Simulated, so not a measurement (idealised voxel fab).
Process module name: voxel trench capacitor
In the cross-section labelled cut, the width is 200 nm and each square cell is 5 nm.
This document writes a cross-section as a grid whose cells are square, and gives it as bands, listed from the top down; one or more rows of cells form a band.
Heads up on the band format: heights come first, top then bottom, in nm. After that it's the materials left to right, each with its width in nm. A single material flagged "full width" fills the whole band edge to edge, and "blank" means there's empty space there.
Height is counted from the level 0, under which the received wafer is composed throughout of one material. The lowest of the bands is not closed at the bottom but continues downward, in the notation "0 and below".
Width: "30->40" (first number = top row, second number = bottom row, same change from row to row of cells).
Any step labelled "no change" changed none of the cells in the cross-section.
Any empty space of 8 cells or more lacking an open way to the top shows up in "Trapped void list" as width x height at distance, distance from the left edge, in nm.
Formally, on a step line, whatever follows the settings is a remark that the simulator itself makes on the step.
The optional step-line setting "overlay nm" applies to steps with a mask and quantifies how far to the right of its planned location the mask lay, a negative value indicating leftward placement.
Layout of what follows: cross-section pairs, each bracketing one process step, the after cross-section shown only to the lowest band that changed, the step between and its settings noted under each pair. Pairs may originate in different runs of this module on the same starting wafer; a pair continues from the pair above only where its entry headed "Status quo ante" says so.
### Status quo ante
* 0 and below | Si full width
* Trapped void list: none
### Step Result
* 5 down to 0 | SiN full width
* Nothing below the height 0 has changed.
* Trapped void list: none
Processing between the before and after sections above: CONFORMAL_DEP [material SiN] [thk nm 5]
Status quo ante: as in the pair right above, post-step view.
### Step Result
* 5 down to 0 | 45 of SiN | 15 of blank | 30 of SiN | 15 of blank | 30 of SiN | 15 of blank | 50 of SiN
* Nothing below the height 0 has changed.
* Trapped void list: none
Processing between the before and after sections above: MASKED_ETCH [tone open] [mask id TRENCH] [width nm 15] [pitch nm 45] [etch materials SiN] [depth nm 5] [overlay nm 0]
Status quo ante: as in the pair right above, post-step view.
### Step Result
* 5 down to 0 | 45 of SiN | 15 of blank | 30 of SiN | 15 of blank | 30 of SiN | 15 of blank | 50 of SiN
* 0 down to -40 | 45 of Si | 15 of blank | 30 of Si | 15 of blank | 30 of Si | 15 of blank | 50 of Si
* Nothing below the height -40 has changed.
* Trapped void list: none
Processing between the before and after sections above: MASKED_ETCH [tone open] [mask id TRENCH] [width nm 15] [pitch nm 45] [etch materials Si] [depth nm 40] [overlay nm 0]
Status quo ante: as in the pair right above, post-step view.
### Step Result
* 10 down to 5 | 50 of SiO2 | 5 of blank | 40 of SiO2 | 5 of blank | 40 of SiO2 | 5 of blank | 55 of SiO2
* 5 down to 0 | 45 of SiN | 5 of SiO2 | 5 of blank | 5 of SiO2 | 30 of SiN | 5 of SiO2 | 5 of blank | 5 of SiO2 | 30 of SiN | 5 of SiO2 | 5 of blank | 5 of SiO2 | 50 of SiN
* 0 down to -35 | 45 of Si | 5 of SiO2 | 5 of blank | 5 of SiO2 | 30 of Si | 5 of SiO2 | 5 of blank | 5 of SiO2 | 30 of Si | 5 of SiO2 | 5 of blank | 5 of SiO2 | 50 of Si
* -35 down to -40 | 45 of Si | 15 of SiO2 | 30 of Si | 15 of SiO2 | 30 of Si | 15 of SiO2 | 50 of Si
* Nothing below the height -40 has changed.
* Trapped void list: none
Processing between the before and after sections above: CONFORMAL_DEP [material SiO2] [thk nm 5]
Status quo ante: as in the pair right above, post-step view.
### Step Result
* 15 down to 10 | polySi full width
* 10 down to 5 | 50 of SiO2 | 5 of polySi | 40 of SiO2 | 5 of polySi | 40 of SiO2 | 5 of polySi | 55 of SiO2
* 5 down to 0 | 45 of SiN | 5 of SiO2 | 5 of polySi | 5 of SiO2 | 30 of SiN | 5 of SiO2 | 5 of polySi | 5 of SiO2 | 30 of SiN | 5 of SiO2 | 5 of polySi | 5 of SiO2 | 50 of SiN
* 0 down to -35 | 45 of Si | 5 of SiO2 | 5 of polySi | 5 of SiO2 | 30 of Si | 5 of SiO2 | 5 of polySi | 5 of SiO2 | 30 of Si | 5 of SiO2 | 5 of polySi | 5 of SiO2 | 50 of Si
* Nothing below the height -35 has changed.
* Trapped void list: none
Processing between the before and after sections above: FILL_DEP [material polySi] [thk nm 5]
Status quo ante: as in the pair right above, post-step view.
### Step Result
* 5 down to 0 | 45 of SiN | 5 of SiO2 | 5 of polySi | 5 of SiO2 | 30 of SiN | 5 of SiO2 | 5 of polySi | 5 of SiO2 | 30 of SiN | 5 of SiO2 | 5 of polySi | 5 of SiO2 | 50 of SiN
* Nothing below the height 0 has changed.
* Trapped void list: none
Processing between the before and after sections above: CMP [height nm 5]
### Status quo ante
* 0 and below | Si full width
* Trapped void list: none
### Step Result
* 0 down to -40 | 45 of Si | 15 of blank | 30 of Si | 15 of blank | 30 of Si | 15 of blank | 50 of Si
* Nothing below the height -40 has changed.
* Trapped void list: none
Processing between the before and after sections above: MASKED_ETCH [tone open] [mask id TRENCH] [width nm 15] [pitch nm 45] [etch materials Si] [depth nm 40] [overlay nm 0]
Status quo ante: as in the pair right above, post-step view.
### Step Result
* 5 down to 0 | 50 of SiO2 | 5 of blank | 40 of SiO2 | 5 of blank | 40 of SiO2 | 5 of blank | 55 of SiO2
* 0 down to -35 | 45 of Si | 5 of SiO2 | 5 of blank | 5 of SiO2 | 30 of Si | 5 of SiO2 | 5 of blank | 5 of SiO2 | 30 of Si | 5 of SiO2 | 5 of blank | 5 of SiO2 | 50 of Si
* -35 down to -40 | 45 of Si | 15 of SiO2 | 30 of Si | 15 of SiO2 | 30 of Si | 15 of SiO2 | 50 of Si
* Nothing below the height -40 has changed.
* Trapped void list: none
Processing between the before and after sections above: CONFORMAL_DEP [material SiO2] [thk nm 5]
Status quo ante: as in the pair right above, post-step view.
### Step Result
* 10 down to 5 | polySi full width
* 5 down to 0 | 50 of SiO2 | 5 of polySi | 40 of SiO2 | 5 of polySi | 40 of SiO2 | 5 of polySi | 55 of SiO2
* 0 down to -35 | 45 of Si | 5 of SiO2 | 5 of polySi | 5 of SiO2 | 30 of Si | 5 of SiO2 | 5 of polySi | 5 of SiO2 | 30 of Si | 5 of SiO2 | 5 of polySi | 5 of SiO2 | 50 of Si
* Nothing below the height -35 has changed.
* Trapped void list: none
Processing between the before and after sections above: FILL_DEP [material polySi] [thk nm 5]
Status quo ante: as in the pair right above, post-step view.
### Step Result
* 5 down to 0 | 50 of SiO2 | 5 of polySi | 40 of SiO2 | 5 of polySi | 40 of SiO2 | 5 of polySi | 55 of SiO2
* Nothing below the height 0 has changed.
* Trapped void list: none
Processing between the before and after sections above: CMP [height nm 5]
### Status quo ante
* 5 down to 0 | 45 of SiN | 15 of blank | 30 of SiN | 15 of blank | 30 of SiN | 15 of blank | 50 of SiN
* 0 and below | Si full width
* Trapped void list: none
### Step Result
* 5 down to 0 | 45 of SiN | 15 of blank | 30 of SiN | 15 of blank | 30 of SiN | 15 of blank | 50 of SiN
* 0 down to -50 | 45 of Si | 15 of blank | 30 of Si | 15 of blank | 30 of Si | 15 of blank | 50 of Si
* Nothing below the height -50 has changed.
* Trapped void list: none
Processing between the before and after sections above: MASKED_ETCH [tone open] [mask id TRENCH] [width nm 15] [pitch nm 45] [etch materials Si] [depth nm 50] [overlay nm 0]
Status quo ante: as in the pair right above, post-step view.
### Step Result
* 10 down to 5 | 50 of SiO2 | 5 of blank | 40 of SiO2 | 5 of blank | 40 of SiO2 | 5 of blank | 55 of SiO2
* 5 down to 0 | 45 of SiN | 5 of SiO2 | 5 of blank | 5 of SiO2 | 30 of SiN | 5 of SiO2 | 5 of blank | 5 of SiO2 | 30 of SiN | 5 of SiO2 | 5 of blank | 5 of SiO2 | 50 of SiN
* 0 down to -45 | 45 of Si | 5 of SiO2 | 5 of blank | 5 of SiO2 | 30 of Si | 5 of SiO2 | 5 of blank | 5 of SiO2 | 30 of Si | 5 of SiO2 | 5 of blank | 5 of SiO2 | 50 of Si
* -45 down to -50 | 45 of Si | 15 of SiO2 | 30 of Si | 15 of SiO2 | 30 of Si | 15 of SiO2 | 50 of Si
* Nothing below the height -50 has changed.
* Trapped void list: none
Processing between the before and after sections above: CONFORMAL_DEP [material SiO2] [thk nm 5]
Status quo ante: as in the pair right above, post-step view.
### Step Result
* 15 down to 10 | polySi full width
* 10 down to 5 | 50 of SiO2 | 5 of polySi | 40 of SiO2 | 5 of polySi | 40 of SiO2 | 5 of polySi | 55 of SiO2
* 5 down to 0 | 45 of SiN | 5 of SiO2 | 5 of polySi | 5 of SiO2 | 30 of SiN | 5 of SiO2 | 5 of polySi | 5 of SiO2 | 30 of SiN | 5 of SiO2 | 5 of polySi | 5 of SiO2 | 50 of SiN
* 0 down to -45 | 45 of Si | 5 of SiO2 | 5 of polySi | 5 of SiO2 | 30 of Si | 5 of SiO2 | 5 of polySi | 5 of SiO2 | 30 of Si | 5 of SiO2 | 5 of polySi | 5 of SiO2 | 50 of Si
* Nothing below the height -45 has changed.
* Trapped void list: none
Processing between the before and after sections above: FILL_DEP [material polySi] [thk nm 5]
Status quo ante: as in the pair right above, post-step view.
### Step Result
* 5 down to 0 | 45 of SiN | 5 of SiO2 | 5 of polySi | 5 of SiO2 | 30 of SiN | 5 of SiO2 | 5 of polySi | 5 of SiO2 | 30 of SiN | 5 of SiO2 | 5 of polySi | 5 of SiO2 | 50 of SiN
* Nothing below the height 0 has changed.
* Trapped void list: none
Processing between the before and after sections above: CMP [height nm 5]
### Status quo ante
* 5 down to 0 | SiN full width
* 0 and below | Si full width
* Trapped void list: none
### Step Result
* 5 down to 0 | 40 of SiN | 25 of blank | 20 of SiN | 25 of blank | 20 of SiN | 25 of blank | 45 of SiN
* Nothing below the height 0 has changed.
* Trapped void list: none
Processing between the before and after sections above: MASKED_ETCH [tone open] [mask id TRENCH] [width nm 25] [pitch nm 45] [etch materials SiN] [depth nm 5] [overlay nm 0]
Status quo ante: as in the pair right above, post-step view.
### Step Result
* 5 down to 0 | 40 of SiN | 25 of blank | 20 of SiN | 25 of blank | 20 of SiN | 25 of blank | 45 of SiN
* 0 down to -40 | 45 of Si | 15 of blank | 30 of Si | 15 of blank | 30 of Si | 15 of blank | 50 of Si
* Nothing below the height -40 has changed.
* Trapped void list: none
Processing between the before and after sections above: MASKED_ETCH [tone open] [mask id TRENCH] [width nm 15] [pitch nm 45] [etch materials Si] [depth nm 40] [overlay nm 0]
Status quo ante: as in the pair right above, post-step view.
### Step Result
* 10 down to 5 | 45 of SiO2 | 15 of blank | 30 of SiO2 | 15 of blank | 30 of SiO2 | 15 of blank | 50 of SiO2
* 5 down to 0 | 40 of SiN | 10 of SiO2 | 5 of blank | 10 of SiO2 | 20 of SiN | 10 of SiO2 | 5 of blank | 10 of SiO2 | 20 of SiN | 10 of SiO2 | 5 of blank | 10 of SiO2 | 45 of SiN
* 0 down to -35 | 45 of Si | 5 of SiO2 | 5 of blank | 5 of SiO2 | 30 of Si | 5 of SiO2 | 5 of blank | 5 of SiO2 | 30 of Si | 5 of SiO2 | 5 of blank | 5 of SiO2 | 50 of Si
* -35 down to -40 | 45 of Si | 15 of SiO2 | 30 of Si | 15 of SiO2 | 30 of Si | 15 of SiO2 | 50 of Si
* Nothing below the height -40 has changed.
* Trapped void list: none
Processing between the before and after sections above: CONFORMAL_DEP [material SiO2] [thk nm 5]
Status quo ante: as in the pair right above, post-step view.
### Step Result
* 15 down to 10 | polySi full width
* 10 down to 5 | 45 of SiO2 | 15 of polySi | 30 of SiO2 | 15 of polySi | 30 of SiO2 | 15 of polySi | 50 of SiO2
* 5 down to 0 | 40 of SiN | 10 of SiO2 | 5 of polySi | 10 of SiO2 | 20 of SiN | 10 of SiO2 | 5 of polySi | 10 of SiO2 | 20 of SiN | 10 of SiO2 | 5 of polySi | 10 of SiO2 | 45 of SiN
* 0 down to -35 | 45 of Si | 5 of SiO2 | 5 of polySi | 5 of SiO2 | 30 of Si | 5 of SiO2 | 5 of polySi | 5 of SiO2 | 30 of Si | 5 of SiO2 | 5 of polySi | 5 of SiO2 | 50 of Si
* Nothing below the height -35 has changed.
* Trapped void list: none
Processing between the before and after sections above: FILL_DEP [material polySi] [thk nm 5]
Status quo ante: as in the pair right above, post-step view.
### Step Result
* 5 down to 0 | 40 of SiN | 10 of SiO2 | 5 of polySi | 10 of SiO2 | 20 of SiN | 10 of SiO2 | 5 of polySi | 10 of SiO2 | 20 of SiN | 10 of SiO2 | 5 of polySi | 10 of SiO2 | 45 of SiN
* Nothing below the height 0 has changed.
* Trapped void list: none
Processing between the before and after sections above: CMP [height nm 5]
### Status quo ante
* 5 down to 0 | SiN full width
* 0 and below | Si full width
* Trapped void list: none
### Step Result
* 5 down to 0 | 55 of SiN | 15 of blank | 30 of SiN | 15 of blank | 30 of SiN | 15 of blank | 40 of SiN
* Nothing below the height 0 has changed.
* Trapped void list: none
Processing between the before and after sections above: MASKED_ETCH [tone open] [mask id TRENCH] [width nm 15] [pitch nm 45] [etch materials SiN] [depth nm 5] [overlay nm 10]
Status quo ante: as in the pair right above, post-step view.
### Step Result
* 5 down to 0 | 55 of SiN | 15 of blank | 30 of SiN | 15 of blank | 30 of SiN | 15 of blank | 40 of SiN
* 0 down to -40 | 55 of Si | 5 of blank | 40 of Si | 5 of blank | 40 of Si | 5 of blank | 50 of Si
* Nothing below the height -40 has changed.
* Trapped void list: none
Processing between the before and after sections above: MASKED_ETCH [tone open] [mask id TRENCH] [width nm 15] [pitch nm 45] [etch materials Si] [depth nm 40] [overlay nm 0]
Status quo ante: as in the pair right above, post-step view.
### Step Result
* 10 down to 5 | 60 of SiO2 | 5 of blank | 40 of SiO2 | 5 of blank | 40 of SiO2 | 5 of blank | 45 of SiO2
* 5 down to 0 | 55 of SiN | 15 of SiO2 | 30 of SiN | 15 of SiO2 | 30 of SiN | 15 of SiO2 | 40 of SiN
* 0 down to -40 | 55 of Si | 5 of SiO2 | 40 of Si | 5 of SiO2 | 40 of Si | 5 of SiO2 | 50 of Si
* Nothing below the height -40 has changed.
* Trapped void list: none
Processing between the before and after sections above: CONFORMAL_DEP [material SiO2] [thk nm 5]
Status quo ante: as in the pair right above, post-step view.
### Step Result
* 15 down to 10 | polySi full width
* 10 down to 5 | 60 of SiO2 | 5 of polySi | 40 of SiO2 | 5 of polySi | 40 of SiO2 | 5 of polySi | 45 of SiO2
* Nothing below the height 5 has changed.
* Trapped void list: none
Processing between the before and after sections above: FILL_DEP [material polySi] [thk nm 5]
Status quo ante: as in the pair right above, post-step view.
### Step Result
* 5 down to 0 | 55 of SiN | 15 of SiO2 | 30 of SiN | 15 of SiO2 | 30 of SiN | 15 of SiO2 | 40 of SiN
* Nothing below the height 0 has changed.
* Trapped void list: none
Processing between the before and after sections above: CMP [height nm 5]
### Status quo ante
* 0 and below | Si full width
* Trapped void list: none
### Step Result
* 5 down to 0 | polySi full width
* Nothing below the height 0 has changed.
* Trapped void list: none
Processing between the before and after sections above: CONFORMAL_DEP [material polySi] [thk nm 5]
Status quo ante: as in the pair right above, post-step view.
### Step Result
* 5 down to 0 | 45 of polySi | 15 of blank | 30 of polySi | 15 of blank | 30 of polySi | 15 of blank | 50 of polySi
* 0 down to -35 | 45 of Si | 15 of blank | 30 of Si | 15 of blank | 30 of Si | 15 of blank | 50 of Si
* Nothing below the height -35 has changed.
* Trapped void list: none
Processing between the before and after sections above: MASKED_ETCH [tone open] [mask id TRENCH] [width nm 15] [pitch nm 45] [etch materials Si] [depth nm 40] [overlay nm 0]
Status quo ante: as in the pair right above, post-step view.
### Step Result
* 10 down to 5 | 50 of SiO2 | 5 of blank | 40 of SiO2 | 5 of blank | 40 of SiO2 | 5 of blank | 55 of SiO2
* 5 down to 0 | 45 of polySi | 5 of SiO2 | 5 of blank | 5 of SiO2 | 30 of polySi | 5 of SiO2 | 5 of blank | 5 of SiO2 | 30 of polySi | 5 of SiO2 | 5 of blank | 5 of SiO2 | 50 of polySi
* 0 down to -30 | 45 of Si | 5 of SiO2 | 5 of blank | 5 of SiO2 | 30 of Si | 5 of SiO2 | 5 of blank | 5 of SiO2 | 30 of Si | 5 of SiO2 | 5 of blank | 5 of SiO2 | 50 of Si
* -30 down to -35 | 45 of Si | 15 of SiO2 | 30 of Si | 15 of SiO2 | 30 of Si | 15 of SiO2 | 50 of Si
* Nothing below the height -35 has changed.
* Trapped void list: none
Processing between the before and after sections above: CONFORMAL_DEP [material SiO2] [thk nm 5]
Status quo ante: as in the pair right above, post-step view.
### Step Result
* 15 down to 10 | polySi full width
* 10 down to 5 | 50 of SiO2 | 5 of polySi | 40 of SiO2 | 5 of polySi | 40 of SiO2 | 5 of polySi | 55 of SiO2
* 5 down to 0 | 45 of polySi | 5 of SiO2 | 5 of polySi | 5 of SiO2 | 30 of polySi | 5 of SiO2 | 5 of polySi | 5 of SiO2 | 30 of polySi | 5 of SiO2 | 5 of polySi | 5 of SiO2 | 50 of polySi
* 0 down to -30 | 45 of Si | 5 of SiO2 | 5 of polySi | 5 of SiO2 | 30 of Si | 5 of SiO2 | 5 of polySi | 5 of SiO2 | 30 of Si | 5 of SiO2 | 5 of polySi | 5 of SiO2 | 50 of Si
* Nothing below the height -30 has changed.
* Trapped void list: none
Processing between the before and after sections above: FILL_DEP [material polySi] [thk nm 5]
Status quo ante: as in the pair right above, post-step view.
### Step Result
* 5 down to 0 | 45 of polySi | 5 of SiO2 | 5 of polySi | 5 of SiO2 | 30 of polySi | 5 of SiO2 | 5 of polySi | 5 of SiO2 | 30 of polySi | 5 of SiO2 | 5 of polySi | 5 of SiO2 | 50 of polySi
* Nothing below the height 0 has changed.
* Trapped void list: none
Processing between the before and after sections above: CMP [height nm 5]
### Status quo ante
* 5 down to 0 | SiN full width
* 0 and below | Si full width
* Trapped void list: none
### Step Result
* 5 down to 0 | 45 of blank | 15 of SiN | 30 of blank | 15 of SiN | 30 of blank | 15 of SiN | 50 of blank
* Nothing below the height 0 has changed.
* Trapped void list: none
Processing between the before and after sections above: MASKED_ETCH [tone cover] [mask id TRENCH] [width nm 15] [pitch nm 45] [etch materials SiN] [depth nm 5] [overlay nm 0]
Status quo ante: as in the pair right above, post-step view.
### Step Result
* 10 down to 5 | 40 of blank | 25 of SiO2 | 20 of blank | 25 of SiO2 | 20 of blank | 25 of SiO2 | 45 of blank
* 5 down to 0 | 45 of SiO2 | 15 of SiN | 30 of SiO2 | 15 of SiN | 30 of SiO2 | 15 of SiN | 50 of SiO2
* Nothing below the height 0 has changed.
* Trapped void list: none
Processing between the before and after sections above: CONFORMAL_DEP [material SiO2] [thk nm 5]
Status quo ante: as in the pair right above, post-step view.
### Step Result
* 15 down to 10 | polySi full width
* 10 down to 5 | 40 of polySi | 25 of SiO2 | 20 of polySi | 25 of SiO2 | 20 of polySi | 25 of SiO2 | 45 of polySi
* Nothing below the height 5 has changed.
* Trapped void list: none
Processing between the before and after sections above: FILL_DEP [material polySi] [thk nm 5]
Status quo ante: as in the pair right above, post-step view.
### Step Result
* 5 down to 0 | 45 of SiO2 | 15 of SiN | 30 of SiO2 | 15 of SiN | 30 of SiO2 | 15 of SiN | 50 of SiO2
* Nothing below the height 0 has changed.
* Trapped void list: none
Processing between the before and after sections above: CMP [height nm 5]
